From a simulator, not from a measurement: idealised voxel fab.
Process module name: voxel tone inversion
FYI the section here is cut, 300 nm wide, cells are 5 nm squares.
A cross-section is written here as square cells arranged in a grid, and it is given in bands from the top down, each band taking up one or more rows of cells.
First you get the band's top height and its bottom height, in nm, and then the materials it's made of, left to right, with each width in nm. If you see a single material with "all across", that one covers the band edge to edge. "empty" is empty space.
Note: height 0 marks the level under which the wafer is uniformly one material as received. Lowest band unbounded below, written "0 and below".
The two numbers in a width such as "30..40" mark its ends across the band: the first belongs to the top row of cells, the second to the bottom row, and from each row to the next the width moves by the same amount.
The designation "no modification", where it is given for a processing step, indicates that no cell of the cross-section was altered in the course of that step.
This entry, "Closed void roster", enumerates those empty regions of no fewer than 8 cells that possess no open connection to the top. Each region is reported in the form width x height at distance, the distance being taken from the left edge, with all three quantities expressed in nm.
Heads up: the bit after the settings on a step's line is the simulator's remark on that step.
overlay nm: mask offset rightward from planned place, masked step; negative means leftward offset.

## So here's the lineup of process steps we planned
| 1 | RECEIVE | material Si |
| 2 | CONFORMAL_DEP | material SiCN | thk nm 5 |
| 3 | DIRECTIONAL_DEP | material polySi | thk nm 15 |
| 4 | PATTERN | tone cover | mask id POSTS | material resist | width nm 15 | pitch nm 40 | thk nm 25 | overlay nm 0 |
| 5 | DIRECTIONAL_ETCH | etch materials polySi | depth nm 15 |
| 6 | STRIP | etch materials resist |
| 7 | FILL_DEP | material SiO2 | thk nm 5 |
| 8 | CMP | height nm 20 |
| 9 | STRIP | etch materials polySi |
It is noted that the wafers described herein are identical at the outset and are distinguished by the width nm of step 4; the value stated in the plan corresponds to the first wafer.

## Cross-sectional view of the first of several wafers in the as-received condition, corresponding to the state following step 1
0 and below = Si all across
Closed void roster: none

## Rows = wafers. At module end, each row lists per material the cells gained (+) or lost (-) since the wafer was received, then the closed voids
width nm 15; +60 SiCN; +162 SiO2; Closed void roster: none
width nm 20; +60 SiCN; +156 SiO2; Closed void roster: none
width nm 25; +60 SiCN; +150 SiO2; Closed void roster: none
